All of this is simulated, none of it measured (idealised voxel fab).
The name of this process module is voxel transistor to metal.
This is section cut - it's 140 nm across, gridded in 5 nm square cells.
Each cross-section below is a grid of square cells, stated as bands in top-down order, with one or more rows of cells making up each band.
Per band: top height and bottom height in nm, followed by the left-to-right materials and their widths in nm; "throughout" marks a single material spanning edge to edge, "air" marks empty space.
Height reference: 0 = level under which incoming wafer is all one material. Lowest band: no bottom, runs on downward, e.g. "0 and below".
You'd read "30..40" like this: the band's top row of cells is as wide as the first number, its bottom row is as wide as the second, and going down, every row changes width by the same amount as the row before did.
Step note "nothing got changed" = no cross-section cell changed.
"Sealed internal cavities" means: voids of 8 cells or more that are shut off from the top with no open way through. Written width x height at distance, distance from the left edge, in nm.
The remark found on a step's line after its settings is issued by the simulator itself and pertains to that step.
The optional step-line setting "overlay nm" applies to steps with a mask and quantifies how far to the right of its planned location the mask lay, a negative value indicating leftward placement.
Guide to the pairs. Each holds a before and an after cross-section around one process step; the after cross-section is cut off at the lowest band that changed. Look under the pair for the step between them and its settings. Pairs can come from different runs of this module on the same starting wafer, so a pair follows on from the one above it only where its entry headed "Pre-step geometry" says it does.

Pre-step geometry
- 70 down to 50 | W throughout
- 50 down to 45 | TiN throughout
- 45 down to 35 | SiO2 25, TiN 5, W 20, TiN 5, SiO2 30, TiN 5, W 20, TiN 5, SiO2 25
- 35 down to 20 | SiO2 25, TiN 5, W 20, TiN 5, SiN 5, SiCN 20, SiN 5, TiN 5, W 20, TiN 5, SiO2 25
- 20 down to 5 | SiO2 25, TiN 5, W 20, TiN 5, SiN 5, polySi 20, SiN 5, TiN 5, W 20, TiN 5, SiO2 25
- 5 down to 0 | SiO2 5, SiN 5, SiO2 15, TiN 5, W 15, TiN 10, SiN 5, polySi 20, SiN 5, TiN 10, W 15, TiN 5, SiO2 15, SiN 5, SiO2 5
- 0 down to -5 | SiO2 5, SiN 10, SiO2 10, TiN 25, pSi 5, SiO2 30, pSi 5, TiN 25, SiO2 10, SiN 10, SiO2 5
- -5 down to -10 | SiO2 20, pSi 35, Si 30, pSi 35, SiO2 20
- -10 down to -25 | SiO2 15, Si 110, SiO2 15
- -25 and below | Si throughout
- Sealed internal cavities: none

Structure After Step
- 70 down to 50 | air 25, W 15, air 60, W 15, air 25
- Under 50: no change, same as before.
- Sealed internal cavities: none
The cross-sections above show the structure before and after this step: MASKED_ETCH (tone cover; mask id METAL_1; width nm 15; pitch nm 75; etch materials W; depth nm 20; overlay nm 0)

Pre-step geometry: just use the after drawing of the pair above as your starting point.

Structure After Step
- 70 down to 50 | air 25, W 15, air 60, W 15, air 25
- 50 down to 45 | air 25, TiN 15, air 60, TiN 15, air 25
- Under 45: no change, same as before.
- Sealed internal cavities: none
The cross-sections above show the structure before and after this step: MASKED_ETCH (tone cover; mask id METAL_1; width nm 15; pitch nm 75; etch materials TiN; depth nm 5; overlay nm 0)

Pre-step geometry: just use the after drawing of the pair above as your starting point.

Structure After Step
- 75 down to 70 | air 20, SiN 25, air 50, SiN 25, air 20
- 70 down to 50 | air 20, SiN 5, W 15, SiN 5, air 50, SiN 5, W 15, SiN 5, air 20
- 50 down to 45 | SiN 25, TiN 15, SiN 60, TiN 15, SiN 25
- Under 45: no change, same as before.
- Sealed internal cavities: none
The cross-sections above show the structure before and after this step: CONFORMAL_DEP (material SiN; thk nm 5)

Pre-step geometry: just use the after drawing of the pair above as your starting point.

Structure After Step
- 80 down to 75 | SiO2 throughout
- 75 down to 70 | SiO2 20, SiN 25, SiO2 50, SiN 25, SiO2 20
- 70 down to 50 | SiO2 20, SiN 5, W 15, SiN 5, SiO2 50, SiN 5, W 15, SiN 5, SiO2 20
- Under 50: no change, same as before.
- Sealed internal cavities: none
The cross-sections above show the structure before and after this step: FILL_DEP (material SiO2; thk nm 5)

Pre-step geometry: just use the after drawing of the pair above as your starting point.

Structure After Step
- 70 down to 50 | SiO2 20, SiN 5, W 15, SiN 5, SiO2 50, SiN 5, W 15, SiN 5, SiO2 20
- Under 50: no change, same as before.
- Sealed internal cavities: none
The cross-sections above show the structure before and after this step: CMP (height nm 70)

Pre-step geometry: just use the after drawing of the pair above as your starting point.

Structure After Step
- 75 down to 70 | SiCN throughout
- Under 70: no change, same as before.
- Sealed internal cavities: none
The cross-sections above show the structure before and after this step: CONFORMAL_DEP (material SiCN; thk nm 5)

Pre-step geometry
- 80 down to 75 | SiO2 throughout
- 75 down to 70 | SiO2 20, SiN 25, SiO2 50, SiN 25, SiO2 20
- 70 down to 50 | SiO2 20, SiN 5, W 15, SiN 5, SiO2 50, SiN 5, W 15, SiN 5, SiO2 20
- 50 down to 45 | SiN 25, TiN 15, SiN 60, TiN 15, SiN 25
- 45 down to 35 | SiO2 25, TiN 5, W 20, TiN 5, SiO2 30, TiN 5, W 20, TiN 5, SiO2 25
- 35 down to 20 | SiO2 25, TiN 5, W 20, TiN 5, SiN 5, SiCN 20, SiN 5, TiN 5, W 20, TiN 5, SiO2 25
- 20 down to 5 | SiO2 25, TiN 5, W 20, TiN 5, SiN 5, polySi 20, SiN 5, TiN 5, W 20, TiN 5, SiO2 25
- 5 down to 0 | SiO2 10, SiN 5, SiO2 10, TiN 5, W 15, TiN 10, SiN 5, polySi 20, SiN 5, TiN 10, W 15, TiN 5, SiO2 10, SiN 5, SiO2 10
- 0 down to -5 | SiO2 25, TiN 25, pSi 5, SiO2 30, pSi 5, TiN 25, SiO2 25
- -5 down to -10 | SiO2 15, pSi 40, Si 30, pSi 40, SiO2 15
- -10 down to -25 | SiO2 15, Si 110, SiO2 15
- -25 and below | Si throughout
- Sealed internal cavities: none

Structure After Step
- 75 down to 70 | SiO2 20, SiN 25, SiO2 50, SiN 25, SiO2 20
- Under 70: no change, same as before.
- Sealed internal cavities: none
The cross-sections above show the structure before and after this step: CMP (height nm 75)

Pre-step geometry: just use the after drawing of the pair above as your starting point.

Structure After Step
- 80 down to 75 | SiCN throughout
- Under 75: no change, same as before.
- Sealed internal cavities: none
The cross-sections above show the structure before and after this step: CONFORMAL_DEP (material SiCN; thk nm 5)

Pre-step geometry
- 60 down to 45 | aC throughout
- 45 down to 35 | SiO2 throughout
- 35 down to 20 | SiO2 55, SiN 5, SiCN 20, SiN 5, SiO2 55
- 20 down to 5 | SiO2 55, SiN 5, polySi 20, SiN 5, SiO2 55
- 5 down to 0 | SiO2 10, SiN 5, SiO2 40, SiN 5, polySi 20, SiN 5, SiO2 40, SiN 5, SiO2 10
- 0 down to -5 | SiO2 50, pSi 5, SiO2 30, pSi 5, SiO2 50
- -5 down to -10 | SiO2 15, pSi 40, Si 30, pSi 40, SiO2 15
- -10 down to -25 | SiO2 15, Si 110, SiO2 15
- -25 and below | Si throughout
- Sealed internal cavities: none

Structure After Step
- 95 down to 60 | resist 30, air 25, resist 35, air 25, resist 25
- Under 60: no change, same as before.
- Sealed internal cavities: none
The cross-sections above show the structure before and after this step: PATTERN (tone open; mask id CONTACT; material resist; width nm 25; pitch nm 60; thk nm 35; overlay nm 0)

Pre-step geometry: just use the after drawing of the pair above as your starting point.

Structure After Step
- 80 down to 60 | resist 30, air 25, resist 35, air 25, resist 25
- 60 down to 45 | aC 30, air 25, aC 35, air 25, aC 25
- Under 45: no change, same as before.
- Sealed internal cavities: none
The cross-sections above show the structure before and after this step: DIRECTIONAL_ETCH (etch materials aC; depth nm 15)

Pre-step geometry: just use the after drawing of the pair above as your starting point.

Structure After Step
- 60 down to 45 | aC 30, air 25, aC 35, air 25, aC 25
- Under 45: no change, same as before.
- Sealed internal cavities: none
The cross-sections above show the structure before and after this step: STRIP (etch materials resist)

Pre-step geometry: just use the after drawing of the pair above as your starting point.

Structure After Step
- 60 down to 45 | aC 30, air 25, aC 35, air 25, aC 25
- 45 down to 35 | SiO2 30, air 25, SiO2 35, air 25, SiO2 25
- 35 down to 20 | SiO2 30, air 25, SiN 5, SiCN 20, SiN 5, SiO2 5, air 25, SiO2 25
- 20 down to 5 | SiO2 30, air 25, SiN 5, polySi 20, SiN 5, SiO2 5, air 25, SiO2 25
- 5 down to 0 | SiO2 10, SiN 5, SiO2 15, air 25, SiN 5, polySi 20, SiN 5, SiO2 5, air 25, SiO2 10, SiN 5, SiO2 10
- 0 down to -5 | SiO2 30, air 20, pSi 5, SiO2 30, pSi 5, air 25, SiO2 25
- Under -5: no change, same as before.
- Sealed internal cavities: none
The cross-sections above show the structure before and after this step: DIRECTIONAL_ETCH (etch materials SiO2; depth nm 50)

Pre-step geometry: just use the after drawing of the pair above as your starting point.

Structure After Step
- 45 down to 35 | SiO2 30, air 25, SiO2 35, air 25, SiO2 25
- Under 35: no change, same as before.
- Sealed internal cavities: none
The cross-sections above show the structure before and after this step: STRIP (etch materials aC)

Pre-step geometry: just use the after drawing of the pair above as your starting point.

Structure After Step
- 50 down to 45 | TiN 35, air 15, TiN 45, air 15, TiN 30
- 45 down to 35 | SiO2 30, TiN 5, air 15, TiN 5, SiO2 35, TiN 5, air 15, TiN 5, SiO2 25
- 35 down to 20 | SiO2 30, TiN 5, air 15, TiN 5, SiN 5, SiCN 20, SiN 5, SiO2 5, TiN 5, air 15, TiN 5, SiO2 25
- 20 down to 5 | SiO2 30, TiN 5, air 15, TiN 5, SiN 5, polySi 20, SiN 5, SiO2 5, TiN 5, air 15, TiN 5, SiO2 25
- 5 down to 0 | SiO2 10, SiN 5, SiO2 15, TiN 5, air 10, TiN 10, SiN 5, polySi 20, SiN 5, SiO2 5, TiN 5, air 15, TiN 5, SiO2 10, SiN 5, SiO2 10
- 0 down to -5 | SiO2 30, TiN 20, pSi 5, SiO2 30, pSi 5, TiN 25, SiO2 25
- Under -5: no change, same as before.
- Sealed internal cavities: none
The cross-sections above show the structure before and after this step: CONFORMAL_DEP (material TiN; thk nm 5)

Pre-step geometry: just use the after drawing of the pair above as your starting point.

Structure After Step
- 55 down to 50 | W throughout
- 50 down to 45 | TiN 35, W 15, TiN 45, W 15, TiN 30
- 45 down to 35 | SiO2 30, TiN 5, W 15, TiN 5, SiO2 35, TiN 5, W 15, TiN 5, SiO2 25
- 35 down to 20 | SiO2 30, TiN 5, W 15, TiN 5, SiN 5, SiCN 20, SiN 5, SiO2 5, TiN 5, W 15, TiN 5, SiO2 25
- 20 down to 5 | SiO2 30, TiN 5, W 15, TiN 5, SiN 5, polySi 20, SiN 5, SiO2 5, TiN 5, W 15, TiN 5, SiO2 25
- 5 down to 0 | SiO2 10, SiN 5, SiO2 15, TiN 5, W 10, TiN 10, SiN 5, polySi 20, SiN 5, SiO2 5, TiN 5, W 15, TiN 5, SiO2 10, SiN 5, SiO2 10
- Under 0: no change, same as before.
- Sealed internal cavities: none
The cross-sections above show the structure before and after this step: FILL_DEP (material W; thk nm 5)

Pre-step geometry: just use the after drawing of the pair above as your starting point.

Structure After Step
- 45 down to 35 | SiO2 30, TiN 5, W 15, TiN 5, SiO2 35, TiN 5, W 15, TiN 5, SiO2 25
- Under 35: no change, same as before.
- Sealed internal cavities: none
The cross-sections above show the structure before and after this step: CMP (height nm 45)

Pre-step geometry: just use the after drawing of the pair above as your starting point.

Structure After Step
- 50 down to 45 | TiN throughout
- Under 45: no change, same as before.
- Sealed internal cavities: none
The cross-sections above show the structure before and after this step: DIRECTIONAL_DEP (material TiN; thk nm 5)

Pre-step geometry: just use the after drawing of the pair above as your starting point.

Structure After Step
- 70 down to 50 | W throughout
- Under 50: no change, same as before.
- Sealed internal cavities: none
The cross-sections above show the structure before and after this step: DIRECTIONAL_DEP (material W; thk nm 20)

Pre-step geometry: just use the after drawing of the pair above as your starting point.

Structure After Step
- 70 down to 50 | air 25, W 15, air 60, W 15, air 25
- Under 50: no change, same as before.
- Sealed internal cavities: none
The cross-sections above show the structure before and after this step: MASKED_ETCH (tone cover; mask id METAL_1; width nm 15; pitch nm 75; etch materials W; depth nm 20; overlay nm 0)

Pre-step geometry: just use the after drawing of the pair above as your starting point.

Structure After Step
- 70 down to 50 | air 25, W 15, air 60, W 15, air 25
- 50 down to 45 | air 25, TiN 15, air 60, TiN 15, air 25
- Under 45: no change, same as before.
- Sealed internal cavities: none
The cross-sections above show the structure before and after this step: MASKED_ETCH (tone cover; mask id METAL_1; width nm 15; pitch nm 75; etch materials TiN; depth nm 5; overlay nm 0)

Pre-step geometry: just use the after drawing of the pair above as your starting point.

Structure After Step
- 75 down to 70 | air 20, SiN 25, air 50, SiN 25, air 20
- 70 down to 50 | air 20, SiN 5, W 15, SiN 5, air 50, SiN 5, W 15, SiN 5, air 20
- 50 down to 45 | SiN 25, TiN 15, SiN 60, TiN 15, SiN 25
- Under 45: no change, same as before.
- Sealed internal cavities: none
The cross-sections above show the structure before and after this step: CONFORMAL_DEP (material SiN; thk nm 5)

Pre-step geometry: just use the after drawing of the pair above as your starting point.

Structure After Step
- 80 down to 75 | SiO2 throughout
- 75 down to 70 | SiO2 20, SiN 25, SiO2 50, SiN 25, SiO2 20
- 70 down to 50 | SiO2 20, SiN 5, W 15, SiN 5, SiO2 50, SiN 5, W 15, SiN 5, SiO2 20
- Under 50: no change, same as before.
- Sealed internal cavities: none
The cross-sections above show the structure before and after this step: FILL_DEP (material SiO2; thk nm 5)

Pre-step geometry: just use the after drawing of the pair above as your starting point.

Structure After Step
- 70 down to 50 | SiO2 20, SiN 5, W 15, SiN 5, SiO2 50, SiN 5, W 15, SiN 5, SiO2 20
- Under 50: no change, same as before.
- Sealed internal cavities: none
The cross-sections above show the structure before and after this step: CMP (height nm 70)

Pre-step geometry: just use the after drawing of the pair above as your starting point.

Structure After Step
- 75 down to 70 | SiCN throughout
- Under 70: no change, same as before.
- Sealed internal cavities: none
The cross-sections above show the structure before and after this step: CONFORMAL_DEP (material SiCN; thk nm 5)

Pre-step geometry
- 40 down to 35 | SiCN 10, air 120, SiCN 10
- 35 down to 25 | SiCN throughout
- 25 down to 20 | polySi 10, SiCN 120, polySi 10
- 20 down to 5 | polySi throughout
- 5 down to 0 | SiO2 10, polySi 120, SiO2 10
- 0 down to -5 | SiO2 throughout
- -5 down to -25 | SiO2 15, Si 110, SiO2 15
- -25 and below | Si throughout
- Sealed internal cavities: none

Structure After Step
- 55 down to 40 | air 70, resist 20, air 50
- 40 down to 35 | SiCN 10, air 60, resist 20, air 40, SiCN 10
- Under 35: no change, same as before.
- Sealed internal cavities: none
The cross-sections above show the structure before and after this step: PATTERN (tone cover; mask id GATE; material resist; width nm 20; thk nm 15; overlay nm 10)

Pre-step geometry: just use the after drawing of the pair above as your starting point.

Structure After Step
- 55 down to 35 | air 70, resist 20, air 50
- 35 down to 25 | air 70, SiCN 20, air 50
- 25 down to 20 | polySi 10, air 60, SiCN 20, air 40, polySi 10
- Under 20: no change, same as before.
- Sealed internal cavities: none
The cross-sections above show the structure before and after this step: DIRECTIONAL_ETCH (etch materials SiCN; depth nm 25)

Pre-step geometry: just use the after drawing of the pair above as your starting point.

Structure After Step
- 55 down to 35 | air 70, resist 20, air 50
- 35 down to 20 | air 70, SiCN 20, air 50
- 20 down to 5 | air 70, polySi 20, air 50
- 5 down to 0 | SiO2 10, air 60, polySi 20, air 40, SiO2 10
- Under 0: no change, same as before.
- Sealed internal cavities: none
The cross-sections above show the structure before and after this step: DIRECTIONAL_ETCH (etch materials polySi; depth nm 30)

Pre-step geometry: just use the after drawing of the pair above as your starting point.

Structure After Step
- 35 down to 20 | air 70, SiCN 20, air 50
- Under 20: no change, same as before.
- Sealed internal cavities: none
The cross-sections above show the structure before and after this step: STRIP (etch materials resist)

Pre-step geometry: just use the after drawing of the pair above as your starting point.

Structure After Step
- 40 down to 35 | air 65, SiN 30, air 45
- 35 down to 20 | air 65, SiN 5, SiCN 20, SiN 5, air 45
- 20 down to 10 | air 65, SiN 5, polySi 20, SiN 5, air 45
- 10 down to 5 | SiN 15, air 50, SiN 5, polySi 20, SiN 5, air 30, SiN 15
- 5 down to 0 | SiO2 10, SiN 60, polySi 20, SiN 40, SiO2 10
- Under 0: no change, same as before.
- Sealed internal cavities: none
The cross-sections above show the structure before and after this step: CONFORMAL_DEP (material SiN; thk nm 5)

Pre-step geometry: just use the after drawing of the pair above as your starting point.

Structure After Step
- 35 down to 20 | air 65, SiN 5, SiCN 20, SiN 5, air 45
- 20 down to 5 | air 65, SiN 5, polySi 20, SiN 5, air 45
- 5 down to 0 | SiO2 10, SiN 5, air 50, SiN 5, polySi 20, SiN 5, air 30, SiN 5, SiO2 10
- Under 0: no change, same as before.
- Sealed internal cavities: none
The cross-sections above show the structure before and after this step: DIRECTIONAL_ETCH (etch materials SiN; depth nm 5)

Pre-step geometry: just use the after drawing of the pair above as your starting point.

Structure After Step
- 35 down to 20 | air 65, SiN 5, SiCN 20, SiN 5, air 45
- 20 down to 5 | air 65, SiN 5, polySi 20, SiN 5, air 45
- 5 down to 0 | air 10, SiN 5, air 50, SiN 5, polySi 20, SiN 5, air 30, SiN 5, air 10
- 0 down to -5 | SiO2 15, air 50, SiO2 30, air 30, SiO2 15
- Under -5: no change, same as before.
- Sealed internal cavities: none
The cross-sections above show the structure before and after this step: DIRECTIONAL_ETCH (etch materials SiO2; depth nm 5)

Pre-step geometry: just use the after drawing of the pair above as your starting point.

Structure After Step
- 35 down to 20 | air 65, SiN 5, SiCN 20, SiN 5, air 45
- 20 down to 5 | air 65, SiN 5, polySi 20, SiN 5, air 45
- 5 down to 0 | air 10, SiN 5, air 50, SiN 5, polySi 20, SiN 5, air 30, SiN 5, air 10
- 0 down to -5 | SiO2 15, air 50, SiO2 30, air 30, SiO2 15
- -5 down to -10 | SiO2 15, air 50, Si 30, air 30, SiO2 15
- Under -10: no change, same as before.
- Sealed internal cavities: none
The cross-sections above show the structure before and after this step: DIRECTIONAL_ETCH (etch materials Si; depth nm 5)

Pre-step geometry: just use the after drawing of the pair above as your starting point.

Structure After Step
- 35 down to 20 | air 65, SiN 5, SiCN 20, SiN 5, air 45
- 20 down to 5 | air 65, SiN 5, polySi 20, SiN 5, air 45
- 5 down to 0 | air 10, SiN 5, air 50, SiN 5, polySi 20, SiN 5, air 30, SiN 5, air 10
- 0 down to -5 | SiO2 15, air 45, pSi 5, SiO2 30, pSi 5, air 25, SiO2 15
- -5 down to -10 | SiO2 15, pSi 50, Si 30, pSi 30, SiO2 15
- Under -10: no change, same as before.
- Sealed internal cavities: none
The cross-sections above show the structure before and after this step: EPI (material pSi; thk nm 5)

Pre-step geometry: just use the after drawing of the pair above as your starting point.

Structure After Step
- 45 down to 35 | SiO2 throughout
- 35 down to 20 | SiO2 65, SiN 5, SiCN 20, SiN 5, SiO2 45
- 20 down to 5 | SiO2 65, SiN 5, polySi 20, SiN 5, SiO2 45
- 5 down to 0 | SiO2 10, SiN 5, SiO2 50, SiN 5, polySi 20, SiN 5, SiO2 30, SiN 5, SiO2 10
- 0 down to -5 | SiO2 60, pSi 5, SiO2 30, pSi 5, SiO2 40
- Under -5: no change, same as before.
- Sealed internal cavities: none
The cross-sections above show the structure before and after this step: FILL_DEP (material SiO2; thk nm 10)

Pre-step geometry: just use the after drawing of the pair above as your starting point.

Structure After Step
- 35 down to 20 | SiO2 65, SiN 5, SiCN 20, SiN 5, SiO2 45
- Under 20: no change, same as before.
- Sealed internal cavities: none
The cross-sections above show the structure before and after this step: CMP (height nm 35)

Pre-step geometry: just use the after drawing of the pair above as your starting point.

Structure After Step
- 45 down to 35 | SiO2 throughout
- Under 35: no change, same as before.
- Sealed internal cavities: none
The cross-sections above show the structure before and after this step: DIRECTIONAL_DEP (material SiO2; thk nm 10)

Pre-step geometry: just use the after drawing of the pair above as your starting point.

Structure After Step
- 60 down to 45 | aC throughout
- Under 45: no change, same as before.
- Sealed internal cavities: none
The cross-sections above show the structure before and after this step: DIRECTIONAL_DEP (material aC; thk nm 15)

Pre-step geometry: just use the after drawing of the pair above as your starting point.

Structure After Step
- 95 down to 60 | resist 25, air 30, resist 30, air 30, resist 25
- Under 60: no change, same as before.
- Sealed internal cavities: none
The cross-sections above show the structure before and after this step: PATTERN (tone open; mask id CONTACT; material resist; width nm 30; pitch nm 60; thk nm 35; overlay nm 0)

Pre-step geometry: just use the after drawing of the pair above as your starting point.

Structure After Step
- 80 down to 60 | resist 25, air 30, resist 30, air 30, resist 25
- 60 down to 45 | aC 25, air 30, aC 30, air 30, aC 25
- Under 45: no change, same as before.
- Sealed internal cavities: none
The cross-sections above show the structure before and after this step: DIRECTIONAL_ETCH (etch materials aC; depth nm 15)

Pre-step geometry: just use the after drawing of the pair above as your starting point.

Structure After Step
- 60 down to 45 | aC 25, air 30, aC 30, air 30, aC 25
- Under 45: no change, same as before.
- Sealed internal cavities: none
The cross-sections above show the structure before and after this step: STRIP (etch materials resist)

Pre-step geometry: just use the after drawing of the pair above as your starting point.

Structure After Step
- 60 down to 45 | aC 25, air 30, aC 30, air 30, aC 25
- 45 down to 35 | SiO2 25, air 30, SiO2 30, air 30, SiO2 25
- 35 down to 20 | SiO2 25, air 30, SiO2 10, SiN 5, SiCN 20, SiN 5, air 20, SiO2 25
- 20 down to 5 | SiO2 25, air 30, SiO2 10, SiN 5, polySi 20, SiN 5, air 20, SiO2 25
- 5 down to 0 | SiO2 10, SiN 5, SiO2 10, air 30, SiO2 10, SiN 5, polySi 20, SiN 5, air 20, SiO2 10, SiN 5, SiO2 10
- 0 down to -5 | SiO2 25, air 30, SiO2 5, pSi 5, SiO2 30, pSi 5, air 15, SiO2 25
- Under -5: no change, same as before.
- Sealed internal cavities: none
The cross-sections above show the structure before and after this step: DIRECTIONAL_ETCH (etch materials SiO2; depth nm 50)

Pre-step geometry: just use the after drawing of the pair above as your starting point.

Structure After Step
- 45 down to 35 | SiO2 25, air 30, SiO2 30, air 30, SiO2 25
- Under 35: no change, same as before.
- Sealed internal cavities: none
The cross-sections above show the structure before and after this step: STRIP (etch materials aC)

Pre-step geometry: just use the after drawing of the pair above as your starting point.

Structure After Step
- 50 down to 45 | TiN 30, air 20, TiN 40, air 20, TiN 30
- 45 down to 35 | SiO2 25, TiN 5, air 20, TiN 5, SiO2 30, TiN 5..15, air 20..10, TiN 5, SiO2 25
- 35 down to 20 | SiO2 25, TiN 5, air 20, TiN 5, SiO2 10, SiN 5, SiCN 20, SiN 5, TiN 5, air 10, TiN 5, SiO2 25
- 20 down to 5 | SiO2 25, TiN 5, air 20, TiN 5, SiO2 10, SiN 5, polySi 20, SiN 5, TiN 5, air 10, TiN 5, SiO2 25
- 5 down to 0 | SiO2 10, SiN 5, SiO2 10, TiN 5, air 20, TiN 5, SiO2 10, SiN 5, polySi 20, SiN 5, TiN 10, air 5, TiN 5, SiO2 10, SiN 5, SiO2 10
- 0 down to -5 | SiO2 25, TiN 30, SiO2 5, pSi 5, SiO2 30, pSi 5, TiN 15, SiO2 25
- Under -5: no change, same as before.
- Sealed internal cavities: none
The cross-sections above show the structure before and after this step: CONFORMAL_DEP (material TiN; thk nm 5)

Pre-step geometry: just use the after drawing of the pair above as your starting point.

Structure After Step
- 55 down to 50 | W throughout
- 50 down to 45 | TiN 30, W 20, TiN 40, W 20, TiN 30
- 45 down to 35 | SiO2 25, TiN 5, W 20, TiN 5, SiO2 30, TiN 5..15, W 20..10, TiN 5, SiO2 25
- 35 down to 20 | SiO2 25, TiN 5, W 20, TiN 5, SiO2 10, SiN 5, SiCN 20, SiN 5, TiN 5, W 10, TiN 5, SiO2 25
- 20 down to 5 | SiO2 25, TiN 5, W 20, TiN 5, SiO2 10, SiN 5, polySi 20, SiN 5, TiN 5, W 10, TiN 5, SiO2 25
- 5 down to 0 | SiO2 10, SiN 5, SiO2 10, TiN 5, W 20, TiN 5, SiO2 10, SiN 5, polySi 20, SiN 5, TiN 10, W 5, TiN 5, SiO2 10, SiN 5, SiO2 10
- Under 0: no change, same as before.
- Sealed internal cavities: none
The cross-sections above show the structure before and after this step: FILL_DEP (material W; thk nm 5)

Pre-step geometry: just use the after drawing of the pair above as your starting point.

Structure After Step
- 45 down to 35 | SiO2 25, TiN 5, W 20, TiN 5, SiO2 30, TiN 5..15, W 20..10, TiN 5, SiO2 25
- Under 35: no change, same as before.
- Sealed internal cavities: none
The cross-sections above show the structure before and after this step: CMP (height nm 45)

Pre-step geometry: just use the after drawing of the pair above as your starting point.

Structure After Step
- 50 down to 45 | TiN throughout
- Under 45: no change, same as before.
- Sealed internal cavities: none
The cross-sections above show the structure before and after this step: DIRECTIONAL_DEP (material TiN; thk nm 5)

Pre-step geometry: just use the after drawing of the pair above as your starting point.

Structure After Step
- 70 down to 50 | W throughout
- Under 50: no change, same as before.
- Sealed internal cavities: none
The cross-sections above show the structure before and after this step: DIRECTIONAL_DEP (material W; thk nm 20)

Pre-step geometry: just use the after drawing of the pair above as your starting point.

Structure After Step
- 70 down to 50 | air 25, W 15, air 60, W 15, air 25
- Under 50: no change, same as before.
- Sealed internal cavities: none
The cross-sections above show the structure before and after this step: MASKED_ETCH (tone cover; mask id METAL_1; width nm 15; pitch nm 75; etch materials W; depth nm 20; overlay nm 0)

Pre-step geometry: just use the after drawing of the pair above as your starting point.

Structure After Step
- 70 down to 50 | air 25, W 15, air 60, W 15, air 25
- 50 down to 45 | air 25, TiN 15, air 60, TiN 15, air 25
- Under 45: no change, same as before.
- Sealed internal cavities: none
The cross-sections above show the structure before and after this step: MASKED_ETCH (tone cover; mask id METAL_1; width nm 15; pitch nm 75; etch materials TiN; depth nm 5; overlay nm 0)

Pre-step geometry: just use the after drawing of the pair above as your starting point.

Structure After Step
- 75 down to 70 | air 20, SiN 25, air 50, SiN 25, air 20
- 70 down to 50 | air 20, SiN 5, W 15, SiN 5, air 50, SiN 5, W 15, SiN 5, air 20
- 50 down to 45 | SiN 25, TiN 15, SiN 60, TiN 15, SiN 25
- Under 45: no change, same as before.
- Sealed internal cavities: none
The cross-sections above show the structure before and after this step: CONFORMAL_DEP (material SiN; thk nm 5)

Pre-step geometry: just use the after drawing of the pair above as your starting point.

Structure After Step
- 80 down to 75 | SiO2 throughout
- 75 down to 70 | SiO2 20, SiN 25, SiO2 50, SiN 25, SiO2 20
- 70 down to 50 | SiO2 20, SiN 5, W 15, SiN 5, SiO2 50, SiN 5, W 15, SiN 5, SiO2 20
- Under 50: no change, same as before.
- Sealed internal cavities: none
The cross-sections above show the structure before and after this step: FILL_DEP (material SiO2; thk nm 5)

Pre-step geometry: just use the after drawing of the pair above as your starting point.

Structure After Step
- 70 down to 50 | SiO2 20, SiN 5, W 15, SiN 5, SiO2 50, SiN 5, W 15, SiN 5, SiO2 20
- Under 50: no change, same as before.
- Sealed internal cavities: none
The cross-sections above show the structure before and after this step: CMP (height nm 70)

Pre-step geometry: just use the after drawing of the pair above as your starting point.

Structure After Step
- 75 down to 70 | SiCN throughout
- Under 70: no change, same as before.
- Sealed internal cavities: none
The cross-sections above show the structure before and after this step: CONFORMAL_DEP (material SiCN; thk nm 5)

Pre-step geometry
- 75 down to 70 | air 20, SiN 25, air 50, SiN 25, air 20
- 70 down to 50 | air 20, SiN 5, W 15, SiN 5, air 50, SiN 5, W 15, SiN 5, air 20
- 50 down to 45 | SiN 25, TiN 15, SiN 60, TiN 15, SiN 25
- 45 down to 35 | SiO2 25, TiN 5, W 20, TiN 5, SiO2 30, TiN 5, W 20, TiN 5, SiO2 25
- 35 down to 20 | SiO2 25, TiN 5, W 20, TiN 5, SiN 5, SiCN 20, SiN 5, TiN 5, W 20, TiN 5, SiO2 25
- 20 down to 5 | SiO2 25, TiN 5, W 20, TiN 5, SiN 5, polySi 20, SiN 5, TiN 5, W 20, TiN 5, SiO2 25
- 5 down to 0 | SiO2 10, SiN 5, SiO2 10, TiN 5, W 15, TiN 10, SiN 5, polySi 20, SiN 5, TiN 10, W 15, TiN 5, SiO2 10, SiN 5, SiO2 10
- 0 down to -5 | SiO2 25, TiN 25, pSi 5, SiO2 30, pSi 5, TiN 25, SiO2 25
- -5 down to -10 | SiO2 15, pSi 40, Si 30, pSi 40, SiO2 15
- -10 down to -25 | SiO2 15, Si 110, SiO2 15
- -25 and below | Si throughout
- Sealed internal cavities: none

Structure After Step
- 80 down to 75 | W throughout
- 75 down to 70 | W 20, SiN 25, W 50, SiN 25, W 20
- 70 down to 50 | W 20, SiN 5, W 15, SiN 5, W 50, SiN 5, W 15, SiN 5, W 20
- Under 50: no change, same as before.
- Sealed internal cavities: none
The cross-sections above show the structure before and after this step: FILL_DEP (material W; thk nm 5)

Pre-step geometry: just use the after drawing of the pair above as your starting point.

Structure After Step
- 70 down to 50 | W 20, SiN 5, W 15, SiN 5, W 50, SiN 5, W 15, SiN 5, W 20
- Under 50: no change, same as before.
- Sealed internal cavities: none
The cross-sections above show the structure before and after this step: CMP (height nm 70)

Pre-step geometry: just use the after drawing of the pair above as your starting point.

Structure After Step
- 75 down to 70 | SiCN throughout
- Under 70: no change, same as before.
- Sealed internal cavities: none
The cross-sections above show the structure before and after this step: CONFORMAL_DEP (material SiCN; thk nm 5)

Pre-step geometry
- 15 down to 5 | SiN throughout
- 5 down to 0 | SiO2 throughout
- 0 and below | Si throughout
- Sealed internal cavities: none

Structure After Step
- 15 down to 5 | SiN 15, air 110, SiN 15
- Under 5: no change, same as before.
- Sealed internal cavities: none
The cross-sections above show the structure before and after this step: MASKED_ETCH (tone open; mask id ACTIVE; width nm 110; etch materials SiN; depth nm 10; overlay nm 0)

Pre-step geometry: just use the after drawing of the pair above as your starting point.

Structure After Step
- 25 down to 15 | SiO2 throughout
- 15 down to 5 | SiN 15, SiO2 110, SiN 15
- Under 5: no change, same as before.
- Sealed internal cavities: none
The cross-sections above show the structure before and after this step: FILL_DEP (material SiO2; thk nm 10)

Pre-step geometry: just use the after drawing of the pair above as your starting point.

Structure After Step
- 15 down to 5 | SiN 15, SiO2 110, SiN 15
- Under 5: no change, same as before.
- Sealed internal cavities: none
The cross-sections above show the structure before and after this step: CMP (height nm 15)

Pre-step geometry: just use the after drawing of the pair above as your starting point.

Structure After Step
- 15 down to 10 | SiN 15, air 110, SiN 15
- Under 10: no change, same as before.
- Sealed internal cavities: none
The cross-sections above show the structure before and after this step: SELECTIVE_ETCH (etch materials SiO2; depth nm 5)
